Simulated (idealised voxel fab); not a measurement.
The process module presented herein is designated voxel wiring stack.
For reference, the cross-section in this document is cut, with width 260 nm and square cells of 5 nm.
Heads up, the way a cross-section reads in here is a grid of square cells, handed over as bands from the top down, with every band being one or more rows of cells. The entry gives the band's vertical extent as a top height and a bottom height in nm, then its horizontal make-up as materials from left to right, each with a width in nm. "air" stands for empty space; a single material marked "edge to edge" fills the band edge to edge. Where do heights start? At 0: under that level the wafer as delivered is made of one material only. And the lowest band has no floor; it just carries on downward, as in "0 down". Think of "30..40" as a width that walks from the first number to the second as you go down the band, top row to bottom row, taking equal-sized steps from row to row. No cell of the cross-section changed in a step that is given as "nothing changed". So "Fully closed voids" is basically the list of trapped voids: any empty space of 8 cells or more that can't reach the top through an opening. They're written width x height at distance, the distance being from the left edge, and it's all nm. Where a step's line continues beyond its settings, the continuation is a remark by the simulator itself on that step. overlay nm, on a step with a mask: how far to the right of its planned place the mask lay; to the left if negative. In what follows, pairs of cross-sections are presented, each taken before and after one process step, with the after cross-section shown only down to the lowest band that was altered; the step, together with its settings, is stated below the pair. The pairs may stem from different runs of this module on the same starting wafer; accordingly, a pair should be taken as continuing from the one above it solely where its entry headed "State before step" indicates as much.
### State before step
	130 to 115  lowk 95 nm, then air 15 nm, then lowk 150 nm
	115 to 110  SiCN edge to edge
	110 to 100  SiO2 95 nm, then TiN 5 nm, then Cu 10 nm, then TiN 5 nm, then SiO2 30 nm, then TiN 5 nm, then Cu 10 nm, then TiN 5 nm, then SiO2 95 nm
	100 to 95  SiO2 95 nm, then TiN 5 nm, then Cu 5 nm, then TiN 10 nm, then SiO2 30 nm, then TiN 20 nm, then SiO2 95 nm
	95 to 80  SiO2 95 nm, then TiN 5 nm, then Cu 5 nm, then TiN 5 nm, then SiO2 150 nm
	80 to 75  SiCN 95 nm, then TiN 15 nm, then SiCN 150 nm
	75 to 65  lowk 95 nm, then TiN 5 nm, then Cu 10 nm, then TiN 5 nm, then lowk 30 nm, then TiN 5 nm, then Cu 10 nm, then TiN 5 nm, then lowk 95 nm
	65 to 60  lowk 95 nm, then TiN 5 nm, then Cu 5 nm, then TiN 10 nm, then lowk 30 nm, then TiN 20 nm, then lowk 95 nm
	60 to 50  lowk 95 nm, then TiN 5 nm, then Cu 5 nm, then TiN 5 nm, then lowk 150 nm
	50 to 45  SiCN 95 nm, then TiN 15 nm, then SiCN 150 nm
	45 to 35  lowk 95 nm, then Ru 20 nm, then lowk 30 nm, then Ru 20 nm, then lowk 95 nm
	35 to 30  lowk 95 nm, then TiN 20 nm, then lowk 30 nm, then TiN 20 nm, then lowk 95 nm
	30 to 0  SiO2 edge to edge
	0 down  Si edge to edge
	Fully closed voids: none
### Post-Step Section View
	130 to 115  lowk 95 nm, then air 15 nm, then lowk 150 nm
	115 to 110  SiCN 95 nm, then air 15 nm, then SiCN 150 nm
	below 110: unchanged
	Fully closed voids: none
As a process note, the step between the before and after cross-sections shown above is MASKED_ETCH | tone open | mask id PLUG_3 | width nm 15 | etch materials SiCN | depth nm 5 | overlay nm 0
State before step: it's just the after picture from the pair right above this one.
### Post-Step Section View
	130 to 120  lowk 95 nm, then air 15 nm, then lowk 150 nm
	120 to 115  lowk 95 nm, then Ru 15 nm, then lowk 150 nm
	115 to 110  SiCN 95 nm, then Ru 15 nm, then SiCN 150 nm
	below 110: unchanged
	Fully closed voids: none
As a process note, the step between the before and after cross-sections shown above is EPI | material Ru | thk nm 10
State before step: it's just the after picture from the pair right above this one.
### Post-Step Section View
	130 to 115  lowk 95 nm, then Ru 15 nm, then lowk 150 nm
	below 115: unchanged
	Fully closed voids: none
As a process note, the step between the before and after cross-sections shown above is EPI | material Ru | thk nm 10
State before step: it's just the after picture from the pair right above this one.
### Post-Step Section View
	135 to 130  TiN edge to edge
	below 130: unchanged
	Fully closed voids: none
As a process note, the step between the before and after cross-sections shown above is DIRECTIONAL_DEP | material TiN | thk nm 5
State before step: it's just the after picture from the pair right above this one.
### Post-Step Section View
	150 to 135  Ru edge to edge
	below 135: unchanged
	Fully closed voids: none
As a process note, the step between the before and after cross-sections shown above is DIRECTIONAL_DEP | material Ru | thk nm 15
State before step: it's just the after picture from the pair right above this one.
### Post-Step Section View
	165 to 150  aC edge to edge
	below 150: unchanged
	Fully closed voids: none
As a process note, the step between the before and after cross-sections shown above is DIRECTIONAL_DEP | material aC | thk nm 15
State before step: it's just the after picture from the pair right above this one.
### Post-Step Section View
	200 to 165  air 95 nm, then resist 20 nm, then air 30 nm, then resist 20 nm, then air 95 nm
	below 165: unchanged
	Fully closed voids: none
As a process note, the step between the before and after cross-sections shown above is PATTERN | tone cover | mask id METAL_4 | material resist | width nm 20 | pitch nm 50 | thk nm 35 | overlay nm 0
State before step: it's just the after picture from the pair right above this one.
### Post-Step Section View
	185 to 165  air 95 nm, then resist 20 nm, then air 30 nm, then resist 20 nm, then air 95 nm
	165 to 150  air 95 nm, then aC 20 nm, then air 30 nm, then aC 20 nm, then air 95 nm
	below 150: unchanged
	Fully closed voids: none
As a process note, the step between the before and after cross-sections shown above is DIRECTIONAL_ETCH | etch materials aC | depth nm 15
State before step: it's just the after picture from the pair right above this one.
### Post-Step Section View
	165 to 150  air 95 nm, then aC 20 nm, then air 30 nm, then aC 20 nm, then air 95 nm
	below 150: unchanged
	Fully closed voids: none
As a process note, the step between the before and after cross-sections shown above is STRIP | etch materials resist
State before step: it's just the after picture from the pair right above this one.
### Post-Step Section View
	165 to 150  air 95 nm, then aC 20 nm, then air 30 nm, then aC 20 nm, then air 95 nm
	150 to 135  air 95 nm, then Ru 20 nm, then air 30 nm, then Ru 20 nm, then air 95 nm
	below 135: unchanged
	Fully closed voids: none
As a process note, the step between the before and after cross-sections shown above is DIRECTIONAL_ETCH | etch materials Ru | depth nm 15
State before step: it's just the after picture from the pair right above this one.
### Post-Step Section View
	165 to 150  air 95 nm, then aC 20 nm, then air 30 nm, then aC 20 nm, then air 95 nm
	150 to 135  air 95 nm, then Ru 20 nm, then air 30 nm, then Ru 20 nm, then air 95 nm
	135 to 130  air 95 nm, then TiN 20 nm, then air 30 nm, then TiN 20 nm, then air 95 nm
	below 130: unchanged
	Fully closed voids: none
As a process note, the step between the before and after cross-sections shown above is DIRECTIONAL_ETCH | etch materials TiN | depth nm 5
State before step: it's just the after picture from the pair right above this one.
### Post-Step Section View
	150 to 135  air 95 nm, then Ru 20 nm, then air 30 nm, then Ru 20 nm, then air 95 nm
	below 135: unchanged
	Fully closed voids: none
As a process note, the step between the before and after cross-sections shown above is STRIP | etch materials aC
State before step: it's just the after picture from the pair right above this one.
### Post-Step Section View
	155 to 150  lowk edge to edge
	150 to 135  lowk 95 nm, then Ru 20 nm, then lowk 30 nm, then Ru 20 nm, then lowk 95 nm
	135 to 130  lowk 95 nm, then TiN 20 nm, then lowk 30 nm, then TiN 20 nm, then lowk 95 nm
	below 130: unchanged
	Fully closed voids: none
As a process note, the step between the before and after cross-sections shown above is FILL_DEP | material lowk | thk nm 5
State before step: it's just the after picture from the pair right above this one.
### Post-Step Section View
	150 to 135  lowk 95 nm, then Ru 20 nm, then lowk 30 nm, then Ru 20 nm, then lowk 95 nm
	below 135: unchanged
	Fully closed voids: none
As a process note, the step between the before and after cross-sections shown above is CMP | height nm 150
State before step: it's just the after picture from the pair right above this one.
### Post-Step Section View
	155 to 150  SiN edge to edge
	below 150: unchanged
	Fully closed voids: none
As a process note, the step between the before and after cross-sections shown above is CONFORMAL_DEP | material SiN | thk nm 5
### State before step
	40 to 15  Ru edge to edge
	15 to 0  SiO2 edge to edge
	0 down  Si edge to edge
	Fully closed voids: none
### Post-Step Section View
	45 to 40  TiN edge to edge
	below 40: unchanged
	Fully closed voids: none
As a process note, the step between the before and after cross-sections shown above is DIRECTIONAL_DEP | material TiN | thk nm 5
State before step: it's just the after picture from the pair right above this one.
### Post-Step Section View
	65 to 45  air 95 nm, then resist 20 nm, then air 30 nm, then resist 20 nm, then air 95 nm
	below 45: unchanged
	Fully closed voids: none
As a process note, the step between the before and after cross-sections shown above is PATTERN | tone cover | mask id METAL_1 | material resist | width nm 20 | pitch nm 50 | thk nm 20 | overlay nm 0
State before step: it's just the after picture from the pair right above this one.
### Post-Step Section View
	65 to 45  air 95 nm, then resist 20 nm, then air 30 nm, then resist 20 nm, then air 95 nm
	45 to 40  air 95 nm, then TiN 20 nm, then air 30 nm, then TiN 20 nm, then air 95 nm
	below 40: unchanged
	Fully closed voids: none
As a process note, the step between the before and after cross-sections shown above is DIRECTIONAL_ETCH | etch materials TiN | depth nm 5
State before step: it's just the after picture from the pair right above this one.
### Post-Step Section View
	45 to 40  air 95 nm, then TiN 20 nm, then air 30 nm, then TiN 20 nm, then air 95 nm
	below 40: unchanged
	Fully closed voids: none
As a process note, the step between the before and after cross-sections shown above is STRIP | etch materials resist
State before step: it's just the after picture from the pair right above this one.
### Post-Step Section View
	55 to 45  lowk edge to edge
	45 to 40  lowk 95 nm, then TiN 20 nm, then lowk 30 nm, then TiN 20 nm, then lowk 95 nm
	below 40: unchanged
	Fully closed voids: none
As a process note, the step between the before and after cross-sections shown above is FILL_DEP | material lowk | thk nm 10
State before step: it's just the after picture from the pair right above this one.
### Post-Step Section View
	45 to 40  lowk 95 nm, then TiN 20 nm, then lowk 30 nm, then TiN 20 nm, then lowk 95 nm
	below 40: unchanged
	Fully closed voids: none
As a process note, the step between the before and after cross-sections shown above is CMP | height nm 45
State before step: it's just the after picture from the pair right above this one.
### Post-Step Section View
	50 to 45  SiCN edge to edge
	below 45: unchanged
	Fully closed voids: none
As a process note, the step between the before and after cross-sections shown above is CONFORMAL_DEP | material SiCN | thk nm 5
State before step: it's just the after picture from the pair right above this one.
### Post-Step Section View
	75 to 50  lowk edge to edge
	below 50: unchanged
	Fully closed voids: none
As a process note, the step between the before and after cross-sections shown above is DIRECTIONAL_DEP | material lowk | thk nm 25
State before step: it's just the after picture from the pair right above this one.
### Post-Step Section View
	90 to 75  aC edge to edge
	below 75: unchanged
	Fully closed voids: none
As a process note, the step between the before and after cross-sections shown above is DIRECTIONAL_DEP | material aC | thk nm 15
State before step: it's just the after picture from the pair right above this one.
### Post-Step Section View
	125 to 90  resist 95 nm, then air 15 nm, then resist 150 nm
	below 90: unchanged
	Fully closed voids: none
As a process note, the step between the before and after cross-sections shown above is PATTERN | tone open | mask id METAL_2_HOLES | material resist | width nm 15 | thk nm 35 | overlay nm 0
State before step: it's just the after picture from the pair right above this one.
### Post-Step Section View
	110 to 90  resist 95 nm, then air 15 nm, then resist 150 nm
	90 to 75  aC 95 nm, then air 15 nm, then aC 150 nm
	below 75: unchanged
	Fully closed voids: none
As a process note, the step between the before and after cross-sections shown above is DIRECTIONAL_ETCH | etch materials aC | depth nm 15
State before step: it's just the after picture from the pair right above this one.
### Post-Step Section View
	90 to 75  aC 95 nm, then air 15 nm, then aC 150 nm
	below 75: unchanged
	Fully closed voids: none
As a process note, the step between the before and after cross-sections shown above is STRIP | etch materials resist
State before step: it's just the after picture from the pair right above this one.
### Post-Step Section View
	90 to 75  aC 95 nm, then air 15 nm, then aC 150 nm
	75 to 50  lowk 95 nm, then air 15 nm, then lowk 150 nm
	below 50: unchanged
	Fully closed voids: none
As a process note, the step between the before and after cross-sections shown above is DIRECTIONAL_ETCH | etch materials lowk | depth nm 25
State before step: it's just the after picture from the pair right above this one.
### Post-Step Section View
	75 to 50  lowk 95 nm, then air 15 nm, then lowk 150 nm
	below 50: unchanged
	Fully closed voids: none
As a process note, the step between the before and after cross-sections shown above is STRIP | etch materials aC
State before step: it's just the after picture from the pair right above this one.
### Post-Step Section View
	90 to 75  resist 95 nm, then air 20 nm, then resist 30 nm, then air 20 nm, then resist 95 nm
	below 75: unchanged
	Fully closed voids: none
As a process note, the step between the before and after cross-sections shown above is PATTERN | tone open | mask id METAL_2 | material resist | width nm 20 | pitch nm 50 | thk nm 15 | overlay nm 0
State before step: it's just the after picture from the pair right above this one.
### Post-Step Section View
	90 to 75  resist 95 nm, then air 20 nm, then resist 30 nm, then air 20 nm, then resist 95 nm
	75 to 60  lowk 95 nm, then air 20 nm, then lowk 30 nm, then air 20 nm, then lowk 95 nm
	below 60: unchanged
	Fully closed voids: none
As a process note, the step between the before and after cross-sections shown above is DIRECTIONAL_ETCH | etch materials lowk | depth nm 15
State before step: it's just the after picture from the pair right above this one.
### Post-Step Section View
	90 to 75  resist 95 nm, then air 20 nm, then resist 30 nm, then air 20 nm, then resist 95 nm
	75 to 60  lowk 95 nm, then air 20 nm, then lowk 30 nm, then air 20 nm, then lowk 95 nm
	60 to 50  lowk 95 nm, then air 15 nm, then lowk 150 nm
	50 to 45  SiCN 95 nm, then air 15 nm, then SiCN 150 nm
	below 45: unchanged
	Fully closed voids: none
As a process note, the step between the before and after cross-sections shown above is DIRECTIONAL_ETCH | etch materials SiCN | depth nm 5
State before step: it's just the after picture from the pair right above this one.
### Post-Step Section View
	75 to 60  lowk 95 nm, then air 20 nm, then lowk 30 nm, then air 20 nm, then lowk 95 nm
	below 60: unchanged
	Fully closed voids: none
As a process note, the step between the before and after cross-sections shown above is STRIP | etch materials resist
State before step: it's just the after picture from the pair right above this one.
### Post-Step Section View
	80 to 75  TiN 100 nm, then air 10 nm, then TiN 40 nm, then air 10 nm, then TiN 100 nm
	75 to 65  lowk 95 nm, then TiN 5 nm, then air 10 nm, then TiN 5 nm, then lowk 30 nm, then TiN 5 nm, then air 10 nm, then TiN 5 nm, then lowk 95 nm
	65 to 60  lowk 95 nm, then TiN 5 nm, then air 5 nm, then TiN 10 nm, then lowk 30 nm, then TiN 20 nm, then lowk 95 nm
	60 to 50  lowk 95 nm, then TiN 5 nm, then air 5 nm, then TiN 5 nm, then lowk 150 nm
	50 to 45  SiCN 95 nm, then TiN 15 nm, then SiCN 150 nm
	below 45: unchanged
	Fully closed voids: none
As a process note, the step between the before and after cross-sections shown above is CONFORMAL_DEP | material TiN | thk nm 5
State before step: it's just the after picture from the pair right above this one.
### Post-Step Section View
	85 to 80  Cu edge to edge
	80 to 75  TiN 100 nm, then Cu 10 nm, then TiN 40 nm, then Cu 10 nm, then TiN 100 nm
	75 to 65  lowk 95 nm, then TiN 5 nm, then Cu 10 nm, then TiN 5 nm, then lowk 30 nm, then TiN 5 nm, then Cu 10 nm, then TiN 5 nm, then lowk 95 nm
	65 to 60  lowk 95 nm, then TiN 5 nm, then Cu 5 nm, then TiN 10 nm, then lowk 30 nm, then TiN 20 nm, then lowk 95 nm
	60 to 50  lowk 95 nm, then TiN 5 nm, then Cu 5 nm, then TiN 5 nm, then lowk 150 nm
	below 50: unchanged
	Fully closed voids: none
As a process note, the step between the before and after cross-sections shown above is FILL_DEP | material Cu | thk nm 5
State before step: it's just the after picture from the pair right above this one.
### Post-Step Section View
	75 to 65  lowk 95 nm, then TiN 5 nm, then Cu 10 nm, then TiN 5 nm, then lowk 30 nm, then TiN 5 nm, then Cu 10 nm, then TiN 5 nm, then lowk 95 nm
	below 65: unchanged
	Fully closed voids: none
As a process note, the step between the before and after cross-sections shown above is CMP | height nm 75
State before step: it's just the after picture from the pair right above this one.
### Post-Step Section View
	80 to 75  SiCN edge to edge
	below 75: unchanged
	Fully closed voids: none
As a process note, the step between the before and after cross-sections shown above is CONFORMAL_DEP | material SiCN | thk nm 5
State before step: it's just the after picture from the pair right above this one.
### Post-Step Section View
	110 to 80  SiO2 edge to edge
	below 80: unchanged
	Fully closed voids: none
As a process note, the step between the before and after cross-sections shown above is DIRECTIONAL_DEP | material SiO2 | thk nm 30
State before step: it's just the after picture from the pair right above this one.
### Post-Step Section View
	125 to 110  aC edge to edge
	below 110: unchanged
	Fully closed voids: none
As a process note, the step between the before and after cross-sections shown above is DIRECTIONAL_DEP | material aC | thk nm 15
State before step: it's just the after picture from the pair right above this one.
### Post-Step Section View
	160 to 125  resist 95 nm, then air 15 nm, then resist 150 nm
	below 125: unchanged
	Fully closed voids: none
As a process note, the step between the before and after cross-sections shown above is PATTERN | tone open | mask id METAL_3_HOLES | material resist | width nm 15 | thk nm 35 | overlay nm 0
State before step: it's just the after picture from the pair right above this one.
### Post-Step Section View
	145 to 125  resist 95 nm, then air 15 nm, then resist 150 nm
	125 to 110  aC 95 nm, then air 15 nm, then aC 150 nm
	below 110: unchanged
	Fully closed voids: none
As a process note, the step between the before and after cross-sections shown above is DIRECTIONAL_ETCH | etch materials aC | depth nm 15
State before step: it's just the after picture from the pair right above this one.
### Post-Step Section View
	125 to 110  aC 95 nm, then air 15 nm, then aC 150 nm
	below 110: unchanged
	Fully closed voids: none
As a process note, the step between the before and after cross-sections shown above is STRIP | etch materials resist
State before step: it's just the after picture from the pair right above this one.
### Post-Step Section View
	125 to 110  aC 95 nm, then air 15 nm, then aC 150 nm
	110 to 80  SiO2 95 nm, then air 15 nm, then SiO2 150 nm
	below 80: unchanged
	Fully closed voids: none
As a process note, the step between the before and after cross-sections shown above is DIRECTIONAL_ETCH | etch materials SiO2 | depth nm 30
State before step: it's just the after picture from the pair right above this one.
### Post-Step Section View
	110 to 80  SiO2 95 nm, then air 15 nm, then SiO2 150 nm
	below 80: unchanged
	Fully closed voids: none
As a process note, the step between the before and after cross-sections shown above is STRIP | etch materials aC
State before step: it's just the after picture from the pair right above this one.
### Post-Step Section View
	120 to 110  aC 95 nm, then air 15 nm, then aC 150 nm
	110 to 90  SiO2 95 nm, then air 15 nm, then SiO2 150 nm
	90 to 80  SiO2 95 nm, then aC 15 nm, then SiO2 150 nm
	below 80: unchanged
	Fully closed voids: none
As a process note, the step between the before and after cross-sections shown above is DIRECTIONAL_DEP | material aC | thk nm 10
State before step: it's just the after picture from the pair right above this one.
### Post-Step Section View
	150 to 120  resist 95 nm, then air 20 nm, then resist 30 nm, then air 20 nm, then resist 95 nm
	below 120: unchanged
	Fully closed voids: none
As a process note, the step between the before and after cross-sections shown above is PATTERN | tone open | mask id METAL_3 | material resist | width nm 20 | pitch nm 50 | thk nm 30 | overlay nm 0
State before step: it's just the after picture from the pair right above this one.
### Post-Step Section View
	140 to 120  resist 95 nm, then air 20 nm, then resist 30 nm, then air 20 nm, then resist 95 nm
	120 to 110  aC 95 nm, then air 20 nm, then aC 30 nm, then air 20 nm, then aC 95 nm
	110 to 80  SiO2 95 nm, then air 15 nm, then SiO2 150 nm
	below 80: unchanged
	Fully closed voids: none
As a process note, the step between the before and after cross-sections shown above is DIRECTIONAL_ETCH | etch materials aC | depth nm 10
State before step: it's just the after picture from the pair right above this one.
### Post-Step Section View
	120 to 110  aC 95 nm, then air 20 nm, then aC 30 nm, then air 20 nm, then aC 95 nm
	below 110: unchanged
	Fully closed voids: none
As a process note, the step between the before and after cross-sections shown above is STRIP | etch materials resist
State before step: it's just the after picture from the pair right above this one.
### Post-Step Section View
	120 to 110  aC 95 nm, then air 20 nm, then aC 30 nm, then air 20 nm, then aC 95 nm
	110 to 95  SiO2 95 nm, then air 20 nm, then SiO2 30 nm, then air 20 nm, then SiO2 95 nm
	below 95: unchanged
	Fully closed voids: none
As a process note, the step between the before and after cross-sections shown above is DIRECTIONAL_ETCH | etch materials SiO2 | depth nm 15
State before step: it's just the after picture from the pair right above this one.
### Post-Step Section View
	120 to 110  aC 95 nm, then air 20 nm, then aC 30 nm, then air 20 nm, then aC 95 nm
	110 to 95  SiO2 95 nm, then air 20 nm, then SiO2 30 nm, then air 20 nm, then SiO2 95 nm
	95 to 80  SiO2 95 nm, then air 15 nm, then SiO2 150 nm
	80 to 75  SiCN 95 nm, then air 15 nm, then SiCN 150 nm
	below 75: unchanged
	Fully closed voids: none
As a process note, the step between the before and after cross-sections shown above is DIRECTIONAL_ETCH | etch materials SiCN | depth nm 5
State before step: it's just the after picture from the pair right above this one.
### Post-Step Section View
	110 to 95  SiO2 95 nm, then air 20 nm, then SiO2 30 nm, then air 20 nm, then SiO2 95 nm
	below 95: unchanged
	Fully closed voids: none
As a process note, the step between the before and after cross-sections shown above is STRIP | etch materials aC
State before step: it's just the after picture from the pair right above this one.
### Post-Step Section View
	115 to 110  TiN 100 nm, then air 10 nm, then TiN 40 nm, then air 10 nm, then TiN 100 nm
	110 to 100  SiO2 95 nm, then TiN 5 nm, then air 10 nm, then TiN 5 nm, then SiO2 30 nm, then TiN 5 nm, then air 10 nm, then TiN 5 nm, then SiO2 95 nm
	100 to 95  SiO2 95 nm, then TiN 5 nm, then air 5 nm, then TiN 10 nm, then SiO2 30 nm, then TiN 20 nm, then SiO2 95 nm
	95 to 80  SiO2 95 nm, then TiN 5 nm, then air 5 nm, then TiN 5 nm, then SiO2 150 nm
	80 to 75  SiCN 95 nm, then TiN 15 nm, then SiCN 150 nm
	below 75: unchanged
	Fully closed voids: none
As a process note, the step between the before and after cross-sections shown above is CONFORMAL_DEP | material TiN | thk nm 5
State before step: it's just the after picture from the pair right above this one.
### Post-Step Section View
	125 to 115  Cu edge to edge
	115 to 110  TiN 100 nm, then Cu 10 nm, then TiN 40 nm, then Cu 10 nm, then TiN 100 nm
	110 to 100  SiO2 95 nm, then TiN 5 nm, then Cu 10 nm, then TiN 5 nm, then SiO2 30 nm, then TiN 5 nm, then Cu 10 nm, then TiN 5 nm, then SiO2 95 nm
	100 to 95  SiO2 95 nm, then TiN 5 nm, then Cu 5 nm, then TiN 10 nm, then SiO2 30 nm, then TiN 20 nm, then SiO2 95 nm
	95 to 80  SiO2 95 nm, then TiN 5 nm, then Cu 5 nm, then TiN 5 nm, then SiO2 150 nm
	below 80: unchanged
	Fully closed voids: none
As a process note, the step between the before and after cross-sections shown above is FILL_DEP | material Cu | thk nm 10
State before step: it's just the after picture from the pair right above this one.
### Post-Step Section View
	110 to 100  SiO2 95 nm, then TiN 5 nm, then Cu 10 nm, then TiN 5 nm, then SiO2 30 nm, then TiN 5 nm, then Cu 10 nm, then TiN 5 nm, then SiO2 95 nm
	below 100: unchanged
	Fully closed voids: none
As a process note, the step between the before and after cross-sections shown above is CMP | height nm 110
State before step: it's just the after picture from the pair right above this one.
### Post-Step Section View
	115 to 110  SiCN edge to edge
	below 110: unchanged
	Fully closed voids: none
As a process note, the step between the before and after cross-sections shown above is CONFORMAL_DEP | material SiCN | thk nm 5
State before step: it's just the after picture from the pair right above this one.
### Post-Step Section View
	130 to 115  lowk edge to edge
	below 115: unchanged
	Fully closed voids: none
As a process note, the step between the before and after cross-sections shown above is DIRECTIONAL_DEP | material lowk | thk nm 15
State before step: it's just the after picture from the pair right above this one.
### Post-Step Section View
	130 to 115  lowk 95 nm, then air 15 nm, then lowk 150 nm
	below 115: unchanged
	Fully closed voids: none
As a process note, the step between the before and after cross-sections shown above is MASKED_ETCH | tone open | mask id PLUG_3 | width nm 15 | etch materials lowk | depth nm 15 | overlay nm 0
State before step: it's just the after picture from the pair right above this one.
### Post-Step Section View
	130 to 115  lowk 95 nm, then air 15 nm, then lowk 150 nm
	115 to 110  SiCN 95 nm, then air 15 nm, then SiCN 150 nm
	below 110: unchanged
	Fully closed voids: none
As a process note, the step between the before and after cross-sections shown above is MASKED_ETCH | tone open | mask id PLUG_3 | width nm 15 | etch materials SiCN | depth nm 5 | overlay nm 0
State before step: it's just the after picture from the pair right above this one.
### Post-Step Section View
	130 to 120  lowk 95 nm, then air 15 nm, then lowk 150 nm
	120 to 115  lowk 95 nm, then Ru 15 nm, then lowk 150 nm
	115 to 110  SiCN 95 nm, then Ru 15 nm, then SiCN 150 nm
	below 110: unchanged
	Fully closed voids: none
As a process note, the step between the before and after cross-sections shown above is EPI | material Ru | thk nm 10
State before step: it's just the after picture from the pair right above this one.
### Post-Step Section View
	130 to 115  lowk 95 nm, then Ru 15 nm, then lowk 150 nm
	below 115: unchanged
	Fully closed voids: none
As a process note, the step between the before and after cross-sections shown above is EPI | material Ru | thk nm 10
State before step: it's just the after picture from the pair right above this one.
### Post-Step Section View
	135 to 130  TiN edge to edge
	below 130: unchanged
	Fully closed voids: none
As a process note, the step between the before and after cross-sections shown above is DIRECTIONAL_DEP | material TiN | thk nm 5
State before step: it's just the after picture from the pair right above this one.
### Post-Step Section View
	150 to 135  Ru edge to edge
	below 135: unchanged
	Fully closed voids: none
As a process note, the step between the before and after cross-sections shown above is DIRECTIONAL_DEP | material Ru | thk nm 15
State before step: it's just the after picture from the pair right above this one.
### Post-Step Section View
	165 to 150  aC edge to edge
	below 150: unchanged
	Fully closed voids: none
As a process note, the step between the before and after cross-sections shown above is DIRECTIONAL_DEP | material aC | thk nm 15
State before step: it's just the after picture from the pair right above this one.
### Post-Step Section View
	200 to 165  air 95 nm, then resist 20 nm, then air 30 nm, then resist 20 nm, then air 95 nm
	below 165: unchanged
	Fully closed voids: none
As a process note, the step between the before and after cross-sections shown above is PATTERN | tone cover | mask id METAL_4 | material resist | width nm 20 | pitch nm 50 | thk nm 35 | overlay nm 0
State before step: it's just the after picture from the pair right above this one.
### Post-Step Section View
	185 to 165  air 95 nm, then resist 20 nm, then air 30 nm, then resist 20 nm, then air 95 nm
	165 to 150  air 95 nm, then aC 20 nm, then air 30 nm, then aC 20 nm, then air 95 nm
	below 150: unchanged
	Fully closed voids: none
As a process note, the step between the before and after cross-sections shown above is DIRECTIONAL_ETCH | etch materials aC | depth nm 15
State before step: it's just the after picture from the pair right above this one.
### Post-Step Section View
	165 to 150  air 95 nm, then aC 20 nm, then air 30 nm, then aC 20 nm, then air 95 nm
	below 150: unchanged
	Fully closed voids: none
As a process note, the step between the before and after cross-sections shown above is STRIP | etch materials resist
State before step: it's just the after picture from the pair right above this one.
### Post-Step Section View
	165 to 150  air 95 nm, then aC 20 nm, then air 30 nm, then aC 20 nm, then air 95 nm
	150 to 135  air 95 nm, then Ru 20 nm, then air 30 nm, then Ru 20 nm, then air 95 nm
	below 135: unchanged
	Fully closed voids: none
As a process note, the step between the before and after cross-sections shown above is DIRECTIONAL_ETCH | etch materials Ru | depth nm 15
State before step: it's just the after picture from the pair right above this one.
### Post-Step Section View
	165 to 150  air 95 nm, then aC 20 nm, then air 30 nm, then aC 20 nm, then air 95 nm
	150 to 135  air 95 nm, then Ru 20 nm, then air 30 nm, then Ru 20 nm, then air 95 nm
	135 to 130  air 95 nm, then TiN 20 nm, then air 30 nm, then TiN 20 nm, then air 95 nm
	below 130: unchanged
	Fully closed voids: none
As a process note, the step between the before and after cross-sections shown above is DIRECTIONAL_ETCH | etch materials TiN | depth nm 5
State before step: it's just the after picture from the pair right above this one.
### Post-Step Section View
	150 to 135  air 95 nm, then Ru 20 nm, then air 30 nm, then Ru 20 nm, then air 95 nm
	below 135: unchanged
	Fully closed voids: none
As a process note, the step between the before and after cross-sections shown above is STRIP | etch materials aC
State before step: it's just the after picture from the pair right above this one.
### Post-Step Section View
	155 to 150  lowk edge to edge
	150 to 135  lowk 95 nm, then Ru 20 nm, then lowk 30 nm, then Ru 20 nm, then lowk 95 nm
	135 to 130  lowk 95 nm, then TiN 20 nm, then lowk 30 nm, then TiN 20 nm, then lowk 95 nm
	below 130: unchanged
	Fully closed voids: none
As a process note, the step between the before and after cross-sections shown above is FILL_DEP | material lowk | thk nm 5
State before step: it's just the after picture from the pair right above this one.
### Post-Step Section View
	150 to 135  lowk 95 nm, then Ru 20 nm, then lowk 30 nm, then Ru 20 nm, then lowk 95 nm
	below 135: unchanged
	Fully closed voids: none
As a process note, the step between the before and after cross-sections shown above is CMP | height nm 150
State before step: it's just the after picture from the pair right above this one.
### Post-Step Section View
	155 to 150  SiN edge to edge
	below 150: unchanged
	Fully closed voids: none
As a process note, the step between the before and after cross-sections shown above is CONFORMAL_DEP | material SiN | thk nm 5
### State before step
	90 to 75  resist 95 nm, then air 20 nm, then resist 30 nm, then air 20 nm, then resist 95 nm
	75 to 50  lowk 95 nm, then air 15 nm, then lowk 150 nm
	50 to 45  SiCN edge to edge
	45 to 20  lowk 95 nm, then Ru 20 nm, then lowk 30 nm, then Ru 20 nm, then lowk 95 nm
	20 to 15  lowk 95 nm, then TiN 20 nm, then lowk 30 nm, then TiN 20 nm, then lowk 95 nm
	15 to 0  SiO2 edge to edge
	0 down  Si edge to edge
	Fully closed voids: none
### Post-Step Section View
	90 to 75  resist 95 nm, then air 20 nm, then resist 30 nm, then air 20 nm, then resist 95 nm
	75 to 55  lowk 95 nm, then air 20 nm, then lowk 30 nm, then air 20 nm, then lowk 95 nm
	below 55: unchanged
	Fully closed voids: none
As a process note, the step between the before and after cross-sections shown above is DIRECTIONAL_ETCH | etch materials lowk | depth nm 20
State before step: it's just the after picture from the pair right above this one.
### Post-Step Section View
	90 to 75  resist 95 nm, then air 20 nm, then resist 30 nm, then air 20 nm, then resist 95 nm
	75 to 55  lowk 95 nm, then air 20 nm, then lowk 30 nm, then air 20 nm, then lowk 95 nm
	55 to 50  lowk 95 nm, then air 15 nm, then lowk 150 nm
	50 to 45  SiCN 95 nm, then air 15 nm, then SiCN 150 nm
	below 45: unchanged
	Fully closed voids: none
As a process note, the step between the before and after cross-sections shown above is DIRECTIONAL_ETCH | etch materials SiCN | depth nm 5
State before step: it's just the after picture from the pair right above this one.
### Post-Step Section View
	75 to 55  lowk 95 nm, then air 20 nm, then lowk 30 nm, then air 20 nm, then lowk 95 nm
	below 55: unchanged
	Fully closed voids: none
As a process note, the step between the before and after cross-sections shown above is STRIP | etch materials resist
State before step: it's just the after picture from the pair right above this one.
### Post-Step Section View
	80 to 75  TiN 100 nm, then air 10 nm, then TiN 40 nm, then air 10 nm, then TiN 100 nm
	75 to 60  lowk 95 nm, then TiN 5 nm, then air 10 nm, then TiN 5 nm, then lowk 30 nm, then TiN 5 nm, then air 10 nm, then TiN 5 nm, then lowk 95 nm
	60 to 55  lowk 95 nm, then TiN 5 nm, then air 5 nm, then TiN 10 nm, then lowk 30 nm, then TiN 20 nm, then lowk 95 nm
	55 to 50  lowk 95 nm, then TiN 5 nm, then air 5 nm, then TiN 5 nm, then lowk 150 nm
	50 to 45  SiCN 95 nm, then TiN 15 nm, then SiCN 150 nm
	below 45: unchanged
	Fully closed voids: none
As a process note, the step between the before and after cross-sections shown above is CONFORMAL_DEP | material TiN | thk nm 5
